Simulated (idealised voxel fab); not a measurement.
The name of this process module is voxel tone inversion.
Shown is cross-section cut, with a width of 260 nm and square cells of size 5 nm.
Cross-section, as written here: a square-cell grid given band by band from the top down, where a band holds one or more rows of cells. The band entry comprises the height of the band's top followed by the height of its bottom, expressed in nm, and subsequently the band's materials from left to right, each stated together with its width in nm. Where a single material is marked with the word "all across", that material fills the band from edge to edge. The word "empty" represents empty space. Counting heights begins at 0, where everything beneath is, in the wafer as received, one material. The lowest band has no bottom; it goes on downwards, as "top 0, no bottom" shows. Per-row width for "30..40": begins at first number (top row of band), ends at second number (bottom row), increment between rows held constant. Reading "nothing was modified" for a step: not a cell of the cross-section changed in it. If an empty space has no open way to the top and is at least 8 cells in size, "Enclosed empty spaces" lists it, written width x height at distance, where distance is measured from the left edge and every value is in nm. What comes after the settings on a step's line is commentary from the simulator itself on that step. For masked steps, "overlay nm" on the step line gives how far right of plan the mask actually lay; a minus sign means it lay to the left.

### Intended process steps
1: RECEIVE,material Si
2: CONFORMAL_DEP,material SiN,thk nm 10
3: DIRECTIONAL_DEP,material aC,thk nm 25
4: PATTERN,tone cover,mask id POSTS,material resist,width nm 25,pitch nm 50,thk nm 30,overlay nm 0
5: DIRECTIONAL_ETCH,etch materials aC,depth nm 25
6: STRIP,etch materials resist
7: FILL_DEP,material SiO2,thk nm 5
8: CMP,height nm 35
9: STRIP,etch materials aC

### Delivered wafer in cross-section: state after step 1
top 0, no bottom = Si all across
Enclosed empty spaces: none

### The plan above was carried out on the starting structure above with one mistake, and this cross-section shows the wafer at the end of the module
top 35, bottom 10 = 70 nm SiO2  15 nm empty  35 nm SiO2  15 nm empty  35 nm SiO2  15 nm empty  75 nm SiO2
top 10, bottom 0 = SiN all across
top 0, no bottom = Si all across
Enclosed empty spaces: none
What was the processing mistake? step 4 was not run as planned; what actually ran was PATTERN,tone cover,mask id POSTS,material resist,width nm 15,pitch nm 50,thk nm 30,overlay nm 0
